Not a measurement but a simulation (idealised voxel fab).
process module | voxel self aligned vias
cross-section cut | 245 nm wide | cells 5 nm
A cross-section is a grid of square cells, given in bands from the top down. A band is one or more rows of cells.
Each band's line starts with the height of the band's top and of its bottom, in nm. Then come its materials from left to right, each with its width in nm. One material with "throughout" fills the band from edge to edge. "air" is empty space.
Height 0 is the level under which the wafer as received is all one material. The lowest band goes on downwards, as in "0 down".
A width such as "30 to 40" changes by the same amount from each row of cells to the next, from the band's top row to its bottom row.
"no change" after a step means that no cell of the cross-section changed.
closed voids: empty space of 8 cells or more with no open way to the top, each as width x height at its distance from the left edge, in nm
after a step's settings: what the simulator itself notes on the step
overlay nm, on a step with a mask: how far to the right of its planned place the mask lay; to the left if negative
plan
1 op RECEIVE | material Si
2 op CONFORMAL_DEP | material SiO2 | thk nm 15
3 op CONFORMAL_DEP | material SiCN | thk nm 5
4 op DIRECTIONAL_DEP | material lowk | thk nm 25
5 op DIRECTIONAL_DEP | material aC | thk nm 15
6 op PATTERN | tone open | mask id LINES | material resist | width nm 20 | pitch nm 70 | thk nm 30 | overlay nm 0
7 op DIRECTIONAL_ETCH | etch materials aC | depth nm 15
8 op STRIP | etch materials resist
9 op DIRECTIONAL_ETCH | etch materials lowk | depth nm 25
10 op STRIP | etch materials aC
11 op CONFORMAL_DEP | material TiN | thk nm 5
12 op FILL_DEP | material W | thk nm 10
13 op CMP | height nm 45
14 op SELECTIVE_ETCH | etch materials W Ru TiN | depth nm 10
15 op FILL_DEP | material SiN | thk nm 5
16 op CMP | height nm 45
17 op DIRECTIONAL_DEP | material lowk | thk nm 20
18 op DIRECTIONAL_DEP | material aC | thk nm 15
19 op PATTERN | tone open | mask id VIAS | material resist | width nm 40 | pitch nm 70 | thk nm 35 | overlay nm 0
20 op DIRECTIONAL_ETCH | etch materials aC | depth nm 15
21 op STRIP | etch materials resist
22 op DIRECTIONAL_ETCH | etch materials lowk | depth nm 20
23 op DIRECTIONAL_ETCH | etch materials SiN | depth nm 10
24 op STRIP | etch materials aC
25 op CONFORMAL_DEP | material TiN | thk nm 5
26 op FILL_DEP | material Cu | thk nm 5
27 op CMP | height nm 65
28 op CONFORMAL_DEP | material SiCN | thk nm 5
first wafer, as planned
as received, after step 1
  0 down: Si throughout
  closed voids: none
after step 2
  15 to 0: SiO2 throughout
  below 0: unchanged
after step 3
  20 to 15: SiCN throughout
  below 15: unchanged
after step 4
  45 to 20: lowk throughout
  below 20: unchanged
after step 5
  60 to 45: aC throughout
  below 45: unchanged
after step 6
  90 to 60: resist 40 | air 20 | resist 50 | air 20 | resist 50 | air 20 | resist 45
  below 60: unchanged
after step 7
  75 to 60: resist 40 | air 20 | resist 50 | air 20 | resist 50 | air 20 | resist 45
  60 to 45: aC 40 | air 20 | aC 50 | air 20 | aC 50 | air 20 | aC 45
  below 45: unchanged
after step 8
  60 to 45: aC 40 | air 20 | aC 50 | air 20 | aC 50 | air 20 | aC 45
  below 45: unchanged
after step 9
  60 to 45: aC 40 | air 20 | aC 50 | air 20 | aC 50 | air 20 | aC 45
  45 to 20: lowk 40 | air 20 | lowk 50 | air 20 | lowk 50 | air 20 | lowk 45
  below 20: unchanged
after step 10
  45 to 20: lowk 40 | air 20 | lowk 50 | air 20 | lowk 50 | air 20 | lowk 45
  below 20: unchanged
after step 11
  50 to 45: TiN 45 | air 10 | TiN 60 | air 10 | TiN 60 | air 10 | TiN 50
  45 to 25: lowk 40 | TiN 5 | air 10 | TiN 5 | lowk 50 | TiN 5 | air 10 | TiN 5 | lowk 50 | TiN 5 | air 10 | TiN 5 | lowk 45
  25 to 20: lowk 40 | TiN 20 | lowk 50 | TiN 20 | lowk 50 | TiN 20 | lowk 45
  below 20: unchanged
after step 12
  60 to 50: W throughout
  50 to 45: TiN 45 | W 10 | TiN 60 | W 10 | TiN 60 | W 10 | TiN 50
  45 to 25: lowk 40 | TiN 5 | W 10 | TiN 5 | lowk 50 | TiN 5 | W 10 | TiN 5 | lowk 50 | TiN 5 | W 10 | TiN 5 | lowk 45
  below 25: unchanged
after step 13
  45 to 25: lowk 40 | TiN 5 | W 10 | TiN 5 | lowk 50 | TiN 5 | W 10 | TiN 5 | lowk 50 | TiN 5 | W 10 | TiN 5 | lowk 45
  below 25: unchanged
after step 14
  45 to 35: lowk 40 | air 20 | lowk 50 | air 20 | lowk 50 | air 20 | lowk 45
  below 35: unchanged
after step 15
  50 to 45: SiN throughout
  45 to 35: lowk 40 | SiN 20 | lowk 50 | SiN 20 | lowk 50 | SiN 20 | lowk 45
  below 35: unchanged
after step 16
  45 to 35: lowk 40 | SiN 20 | lowk 50 | SiN 20 | lowk 50 | SiN 20 | lowk 45
  below 35: unchanged
after step 17
  65 to 45: lowk throughout
  below 45: unchanged
after step 18
  80 to 65: aC throughout
  below 65: unchanged
after step 19
  115 to 80: resist 30 | air 40 | resist 30 | air 40 | resist 30 | air 40 | resist 35
  below 80: unchanged
after step 20
  100 to 80: resist 30 | air 40 | resist 30 | air 40 | resist 30 | air 40 | resist 35
  80 to 65: aC 30 | air 40 | aC 30 | air 40 | aC 30 | air 40 | aC 35
  below 65: unchanged
after step 21
  80 to 65: aC 30 | air 40 | aC 30 | air 40 | aC 30 | air 40 | aC 35
  below 65: unchanged
after step 22
  80 to 65: aC 30 | air 40 | aC 30 | air 40 | aC 30 | air 40 | aC 35
  65 to 45: lowk 30 | air 40 | lowk 30 | air 40 | lowk 30 | air 40 | lowk 35
  below 45: unchanged
after step 23
  80 to 65: aC 30 | air 40 | aC 30 | air 40 | aC 30 | air 40 | aC 35
  65 to 45: lowk 30 | air 40 | lowk 30 | air 40 | lowk 30 | air 40 | lowk 35
  45 to 35: lowk 40 | air 20 | lowk 50 | air 20 | lowk 50 | air 20 | lowk 45
  below 35: unchanged
after step 24
  65 to 45: lowk 30 | air 40 | lowk 30 | air 40 | lowk 30 | air 40 | lowk 35
  below 45: unchanged
after step 25
  70 to 65: TiN 35 | air 30 | TiN 40 | air 30 | TiN 40 | air 30 | TiN 40
  65 to 50: lowk 30 | TiN 5 | air 30 | TiN 5 | lowk 30 | TiN 5 | air 30 | TiN 5 | lowk 30 | TiN 5 | air 30 | TiN 5 | lowk 35
  50 to 40: lowk 30 to 40 | TiN 15 to 5 | air 10 | TiN 15 to 5 | lowk 30 to 50 | TiN 15 to 5 | air 10 | TiN 15 to 5 | lowk 30 to 50 | TiN 15 to 5 | air 10 | TiN 15 to 5 | lowk 35 to 45
  40 to 35: lowk 40 | TiN 20 | lowk 50 | TiN 20 | lowk 50 | TiN 20 | lowk 45
  below 35: unchanged
after step 26
  75 to 70: Cu throughout
  70 to 65: TiN 35 | Cu 30 | TiN 40 | Cu 30 | TiN 40 | Cu 30 | TiN 40
  65 to 50: lowk 30 | TiN 5 | Cu 30 | TiN 5 | lowk 30 | TiN 5 | Cu 30 | TiN 5 | lowk 30 | TiN 5 | Cu 30 | TiN 5 | lowk 35
  50 to 40: lowk 30 to 40 | TiN 15 to 5 | Cu 10 | TiN 15 to 5 | lowk 30 to 50 | TiN 15 to 5 | Cu 10 | TiN 15 to 5 | lowk 30 to 50 | TiN 15 to 5 | Cu 10 | TiN 15 to 5 | lowk 35 to 45
  below 40: unchanged
after step 27
  65 to 50: lowk 30 | TiN 5 | Cu 30 | TiN 5 | lowk 30 | TiN 5 | Cu 30 | TiN 5 | lowk 30 | TiN 5 | Cu 30 | TiN 5 | lowk 35
  below 50: unchanged
after step 28
  70 to 65: SiCN throughout
  below 65: unchanged
second wafer: like start, like plan, one mistake. Through step 5 it matches the first wafer
when step 6 should have ended
  90 to 60: air 40 | resist 20 | air 50 | resist 20 | air 50 | resist 20 | air 45
  below 60: unchanged
when step 7 should have ended
  75 to 60: air 40 | resist 20 | air 50 | resist 20 | air 50 | resist 20 | air 45
  60 to 45: air 40 | aC 20 | air 50 | aC 20 | air 50 | aC 20 | air 45
  below 45: unchanged
when step 8 should have ended
  60 to 45: air 40 | aC 20 | air 50 | aC 20 | air 50 | aC 20 | air 45
  below 45: unchanged
when step 9 should have ended
  60 to 45: air 40 | aC 20 | air 50 | aC 20 | air 50 | aC 20 | air 45
  45 to 20: air 40 | lowk 20 | air 50 | lowk 20 | air 50 | lowk 20 | air 45
  below 20: unchanged
when step 10 should have ended
  45 to 20: air 40 | lowk 20 | air 50 | lowk 20 | air 50 | lowk 20 | air 45
  below 20: unchanged
when step 11 should have ended
  50 to 45: air 35 | TiN 30 | air 40 | TiN 30 | air 40 | TiN 30 | air 40
  45 to 25: air 35 | TiN 5 | lowk 20 | TiN 5 | air 40 | TiN 5 | lowk 20 | TiN 5 | air 40 | TiN 5 | lowk 20 | TiN 5 | air 40
  25 to 20: TiN 40 | lowk 20 | TiN 50 | lowk 20 | TiN 50 | lowk 20 | TiN 45
  below 20: unchanged
when step 12 should have ended
  60 to 50: W throughout
  50 to 45: W 35 | TiN 30 | W 40 | TiN 30 | W 40 | TiN 30 | W 40
  45 to 25: W 35 | TiN 5 | lowk 20 | TiN 5 | W 40 | TiN 5 | lowk 20 | TiN 5 | W 40 | TiN 5 | lowk 20 | TiN 5 | W 40
  below 25: unchanged
when step 13 should have ended
  45 to 25: W 35 | TiN 5 | lowk 20 | TiN 5 | W 40 | TiN 5 | lowk 20 | TiN 5 | W 40 | TiN 5 | lowk 20 | TiN 5 | W 40
  below 25: unchanged
when step 14 should have ended
  45 to 35: air 40 | lowk 20 | air 50 | lowk 20 | air 50 | lowk 20 | air 45
  below 35: unchanged
when step 15 should have ended
  50 to 45: SiN throughout
  45 to 35: SiN 40 | lowk 20 | SiN 50 | lowk 20 | SiN 50 | lowk 20 | SiN 45
  below 35: unchanged
when step 16 should have ended
  45 to 35: SiN 40 | lowk 20 | SiN 50 | lowk 20 | SiN 50 | lowk 20 | SiN 45
  below 35: unchanged
when step 17 should have ended
  65 to 45: lowk throughout
  below 45: unchanged
when step 18 should have ended
  80 to 65: aC throughout
  below 65: unchanged
when step 19 should have ended
  115 to 80: resist 30 | air 40 | resist 30 | air 40 | resist 30 | air 40 | resist 35
  below 80: unchanged
when step 20 should have ended
  100 to 80: resist 30 | air 40 | resist 30 | air 40 | resist 30 | air 40 | resist 35
  80 to 65: aC 30 | air 40 | aC 30 | air 40 | aC 30 | air 40 | aC 35
  below 65: unchanged
when step 21 should have ended
  80 to 65: aC 30 | air 40 | aC 30 | air 40 | aC 30 | air 40 | aC 35
  below 65: unchanged
when step 22 should have ended
  80 to 65: aC 30 | air 40 | aC 30 | air 40 | aC 30 | air 40 | aC 35
  65 to 45: lowk 30 | air 40 | lowk 30 | air 40 | lowk 30 | air 40 | lowk 35
  below 45: unchanged
when step 23 should have ended
  80 to 65: aC 30 | air 40 | aC 30 | air 40 | aC 30 | air 40 | aC 35
  65 to 45: lowk 30 | air 40 | lowk 30 | air 40 | lowk 30 | air 40 | lowk 35
  45 to 35: SiN 30 | air 10 | lowk 20 | air 10 | SiN 30 | air 10 | lowk 20 | air 10 | SiN 30 | air 10 | lowk 20 | air 10 | SiN 35
  below 35: unchanged
when step 24 should have ended
  65 to 45: lowk 30 | air 40 | lowk 30 | air 40 | lowk 30 | air 40 | lowk 35
  below 45: unchanged
when step 25 should have ended
  70 to 65: TiN 35 | air 30 | TiN 40 | air 30 | TiN 40 | air 30 | TiN 40
  65 to 50: lowk 30 | TiN 5 | air 30 | TiN 5 | lowk 30 | TiN 5 | air 30 | TiN 5 | lowk 30 | TiN 5 | air 30 | TiN 5 | lowk 35
  50 to 45: lowk 30 | TiN 40 | lowk 30 | TiN 40 | lowk 30 | TiN 40 | lowk 35
  45 to 35: SiN 30 | TiN 10 | lowk 20 | TiN 10 | SiN 30 | TiN 10 | lowk 20 | TiN 10 | SiN 30 | TiN 10 | lowk 20 | TiN 10 | SiN 35
  below 35: unchanged
when step 26 should have ended
  75 to 70: Cu throughout
  70 to 65: TiN 35 | Cu 30 | TiN 40 | Cu 30 | TiN 40 | Cu 30 | TiN 40
  65 to 50: lowk 30 | TiN 5 | Cu 30 | TiN 5 | lowk 30 | TiN 5 | Cu 30 | TiN 5 | lowk 30 | TiN 5 | Cu 30 | TiN 5 | lowk 35
  below 50: unchanged
when step 27 should have ended
  65 to 50: lowk 30 | TiN 5 | Cu 30 | TiN 5 | lowk 30 | TiN 5 | Cu 30 | TiN 5 | lowk 30 | TiN 5 | Cu 30 | TiN 5 | lowk 35
  below 50: unchanged
when step 28 should have ended
  70 to 65: SiCN throughout
  below 65: unchanged
what went wrong: step 6 ran as: op PATTERN | tone cover | mask id LINES | material resist | width nm 20 | pitch nm 70 | thk nm 30 | overlay nm 0
at the end the second wafer has, in cells: 12 fewer of Cu | 50 more of SiN | 37 more of TiN | 50 more of W | 125 fewer of lowk
